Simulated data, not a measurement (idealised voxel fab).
Process module heading - voxel gate over fins
280 nm wide, 5 nm square cells: that's cross-section cut.
When this document writes out a cross-section, it uses a grid of square cells and lists it as bands, beginning at the top and moving down, with a band standing for one or more rows of cells.
Band: top height; bottom height; in nm. Then, left to right: material with width in nm, for each material. "throughout": a single material spanning edge to edge. "empty": empty space.
It should be noted that heights are counted from 0, beneath which the wafer as supplied is of one material throughout, and that the lowest band possesses no lower boundary but continues downward, as written in "from 0 down".
So if you see something like "30 to 40" for the width, read it as the top row of the band sitting at the first number and the bottom row at the second, with every row in between moving by the same amount as the last.
"nothing changed" for a step: no cell of the cross-section changed in that step.
"Enclosed cavities" contains a list of empty spaces, each no smaller than 8 cells and without an open way to the top, written in the form width x height at distance with the distance from the left edge and all three in nm.
after a step's settings: what the simulator itself notes on the step
The setting "overlay nm" may be written on the line of a step. When the step uses a mask, the value reports how far to the right of the planned place the mask lay, and a negative value reports that it lay to the left.

THE STEPS PLANNED FOR THE PROCESS ARE AS FOLLOWS
step 1: RECEIVE with material Si
step 2: CONFORMAL_DEP with material SiN, thk nm 5
step 3: MASKED_ETCH with tone cover, mask id FINS, width nm 15, pitch nm 45, etch materials SiN, depth nm 5, overlay nm 0
step 4: MASKED_ETCH with tone cover, mask id FINS, width nm 15, pitch nm 45, etch materials Si, depth nm 30, overlay nm 0
step 5: FILL_DEP with material SiO2, thk nm 15
step 6: CMP with height nm 5
step 7: SELECTIVE_ETCH with etch materials SiO2, depth nm 15
step 8: STRIP with etch materials SiN
step 9: CONFORMAL_DEP with material HfO2, thk nm 5
step 10: CONFORMAL_DEP with material TiN, thk nm 5
step 11: FILL_DEP with material W, thk nm 10
step 12: CMP with height nm 15
step 13: CONFORMAL_DEP with material SiCN, thk nm 5

FIRST OF TWO WAFERS, PROCESSED ACCORDING TO PLAN

RECEIVED-STATE CROSS-SECTION, REFLECTING COMPLETION OF STEP 1
    from 0 down = Si throughout
    Enclosed cavities: none

AFTER STEP 2
    from 5 to 0 = SiN throughout
    Anything lower than 0 is untouched.

AFTER STEP 3
    from 5 to 0 = empty (65) | SiN (15) | empty (30) | SiN (15) | empty (30) | SiN (15) | empty (30) | SiN (15) | empty (65)
    Anything lower than 0 is untouched.

AFTER STEP 4
    from 5 to 0 = empty (65) | SiN (15) | empty (30) | SiN (15) | empty (30) | SiN (15) | empty (30) | SiN (15) | empty (65)
    from 0 to -30 = empty (65) | Si (15) | empty (30) | Si (15) | empty (30) | Si (15) | empty (30) | Si (15) | empty (65)
    Anything lower than -30 is untouched.

AFTER STEP 5
    from 20 to 5 = SiO2 throughout
    from 5 to 0 = SiO2 (65) | SiN (15) | SiO2 (30) | SiN (15) | SiO2 (30) | SiN (15) | SiO2 (30) | SiN (15) | SiO2 (65)
    from 0 to -30 = SiO2 (65) | Si (15) | SiO2 (30) | Si (15) | SiO2 (30) | Si (15) | SiO2 (30) | Si (15) | SiO2 (65)
    Anything lower than -30 is untouched.

AFTER STEP 6
    from 5 to 0 = SiO2 (65) | SiN (15) | SiO2 (30) | SiN (15) | SiO2 (30) | SiN (15) | SiO2 (30) | SiN (15) | SiO2 (65)
    Anything lower than 0 is untouched.

AFTER STEP 7
    from 5 to 0 = empty (65) | SiN (15) | empty (30) | SiN (15) | empty (30) | SiN (15) | empty (30) | SiN (15) | empty (65)
    from 0 to -10 = empty (65) | Si (15) | empty (30) | Si (15) | empty (30) | Si (15) | empty (30) | Si (15) | empty (65)
    Anything lower than -10 is untouched.

AFTER STEP 8
    from 0 to -10 = empty (65) | Si (15) | empty (30) | Si (15) | empty (30) | Si (15) | empty (30) | Si (15) | empty (65)
    Anything lower than -10 is untouched.

AFTER STEP 9
    from 5 to 0 = empty (60) | HfO2 (25) | empty (20) | HfO2 (25) | empty (20) | HfO2 (25) | empty (20) | HfO2 (25) | empty (60)
    from 0 to -5 = empty (60) | HfO2 (5) | Si (15) | HfO2 (5) | empty (20) | HfO2 (5) | Si (15) | HfO2 (5) | empty (20) | HfO2 (5) | Si (15) | HfO2 (5) | empty (20) | HfO2 (5) | Si (15) | HfO2 (5) | empty (60)
    from -5 to -10 = HfO2 (65) | Si (15) | HfO2 (30) | Si (15) | HfO2 (30) | Si (15) | HfO2 (30) | Si (15) | HfO2 (65)
    Anything lower than -10 is untouched.

AFTER STEP 10
    from 10 to 5 = empty (55) | TiN (35) | empty (10) | TiN (35) | empty (10) | TiN (35) | empty (10) | TiN (35) | empty (55)
    from 5 to 0 = empty (55) | TiN (5) | HfO2 (25) | TiN (5) | empty (10) | TiN (5) | HfO2 (25) | TiN (5) | empty (10) | TiN (5) | HfO2 (25) | TiN (5) | empty (10) | TiN (5) | HfO2 (25) | TiN (5) | empty (55)
    from 0 to -5 = TiN (60) | HfO2 (5) | Si (15) | HfO2 (5) | TiN (20) | HfO2 (5) | Si (15) | HfO2 (5) | TiN (20) | HfO2 (5) | Si (15) | HfO2 (5) | TiN (20) | HfO2 (5) | Si (15) | HfO2 (5) | TiN (60)
    Anything lower than -5 is untouched.

AFTER STEP 11
    from 20 to 10 = W throughout
    from 10 to 5 = W (55) | TiN (35) | W (10) | TiN (35) | W (10) | TiN (35) | W (10) | TiN (35) | W (55)
    from 5 to 0 = W (55) | TiN (5) | HfO2 (25) | TiN (5) | W (10) | TiN (5) | HfO2 (25) | TiN (5) | W (10) | TiN (5) | HfO2 (25) | TiN (5) | W (10) | TiN (5) | HfO2 (25) | TiN (5) | W (55)
    Anything lower than 0 is untouched.

AFTER STEP 12
    from 15 to 10 = W throughout
    Anything lower than 10 is untouched.

AFTER STEP 13
    from 20 to 15 = SiCN throughout
    Anything lower than 15 is untouched.

SECOND WAFER: SAME START AND SAME PLAN AS THE FIRST, ONE EXECUTION ERROR; IDENTICAL TO THE FIRST THROUGH STEP 6

X-SECTION, SECOND WAFER, WHEN STEP 7 WAS DUE TO FINISH
    from 5 to 0 = empty (65) | SiN (15) | empty (30) | SiN (15) | empty (30) | SiN (15) | empty (30) | SiN (15) | empty (65)
    from 0 to -25 = empty (65) | Si (15) | empty (30) | Si (15) | empty (30) | Si (15) | empty (30) | Si (15) | empty (65)
    Anything lower than -25 is untouched.

X-SECTION, SECOND WAFER, WHEN STEP 8 WAS DUE TO FINISH
    from 0 to -25 = empty (65) | Si (15) | empty (30) | Si (15) | empty (30) | Si (15) | empty (30) | Si (15) | empty (65)
    Anything lower than -25 is untouched.

X-SECTION, SECOND WAFER, WHEN STEP 9 WAS DUE TO FINISH
    from 5 to 0 = empty (60) | HfO2 (25) | empty (20) | HfO2 (25) | empty (20) | HfO2 (25) | empty (20) | HfO2 (25) | empty (60)
    from 0 to -20 = empty (60) | HfO2 (5) | Si (15) | HfO2 (5) | empty (20) | HfO2 (5) | Si (15) | HfO2 (5) | empty (20) | HfO2 (5) | Si (15) | HfO2 (5) | empty (20) | HfO2 (5) | Si (15) | HfO2 (5) | empty (60)
    from -20 to -25 = HfO2 (65) | Si (15) | HfO2 (30) | Si (15) | HfO2 (30) | Si (15) | HfO2 (30) | Si (15) | HfO2 (65)
    Anything lower than -25 is untouched.

X-SECTION, SECOND WAFER, WHEN STEP 10 WAS DUE TO FINISH
    from 10 to 5 = empty (55) | TiN (35) | empty (10) | TiN (35) | empty (10) | TiN (35) | empty (10) | TiN (35) | empty (55)
    from 5 to 0 = empty (55) | TiN (5) | HfO2 (25) | TiN (5) | empty (10) | TiN (5) | HfO2 (25) | TiN (5) | empty (10) | TiN (5) | HfO2 (25) | TiN (5) | empty (10) | TiN (5) | HfO2 (25) | TiN (5) | empty (55)
    from 0 to -15 = empty (55) | TiN (5) | HfO2 (5) | Si (15) | HfO2 (5) | TiN (5) | empty (10) | TiN (5) | HfO2 (5) | Si (15) | HfO2 (5) | TiN (5) | empty (10) | TiN (5) | HfO2 (5) | Si (15) | HfO2 (5) | TiN (5) | empty (10) | TiN (5) | HfO2 (5) | Si (15) | HfO2 (5) | TiN (5) | empty (55)
    from -15 to -20 = TiN (60) | HfO2 (5) | Si (15) | HfO2 (5) | TiN (20) | HfO2 (5) | Si (15) | HfO2 (5) | TiN (20) | HfO2 (5) | Si (15) | HfO2 (5) | TiN (20) | HfO2 (5) | Si (15) | HfO2 (5) | TiN (60)
    Anything lower than -20 is untouched.

X-SECTION, SECOND WAFER, WHEN STEP 11 WAS DUE TO FINISH
    from 20 to 10 = W throughout
    from 10 to 5 = W (55) | TiN (35) | W (10) | TiN (35) | W (10) | TiN (35) | W (10) | TiN (35) | W (55)
    from 5 to 0 = W (55) | TiN (5) | HfO2 (25) | TiN (5) | W (10) | TiN (5) | HfO2 (25) | TiN (5) | W (10) | TiN (5) | HfO2 (25) | TiN (5) | W (10) | TiN (5) | HfO2 (25) | TiN (5) | W (55)
    from 0 to -15 = W (55) | TiN (5) | HfO2 (5) | Si (15) | HfO2 (5) | TiN (5) | W (10) | TiN (5) | HfO2 (5) | Si (15) | HfO2 (5) | TiN (5) | W (10) | TiN (5) | HfO2 (5) | Si (15) | HfO2 (5) | TiN (5) | W (10) | TiN (5) | HfO2 (5) | Si (15) | HfO2 (5) | TiN (5) | W (55)
    Anything lower than -15 is untouched.

X-SECTION, SECOND WAFER, WHEN STEP 12 WAS DUE TO FINISH
    from 15 to 10 = W throughout
    Anything lower than 10 is untouched.

X-SECTION, SECOND WAFER, WHEN STEP 13 WAS DUE TO FINISH
    from 20 to 15 = SiCN throughout
    Anything lower than 15 is untouched.
So what did we get wrong on this run? step 7, plan: ran twice
Per the end-of-run cell counts, the second wafer holds more or fewer of some materials than the first: 24 more of HfO2 | 132 fewer of SiO2 | 24 more of TiN | 84 more of W
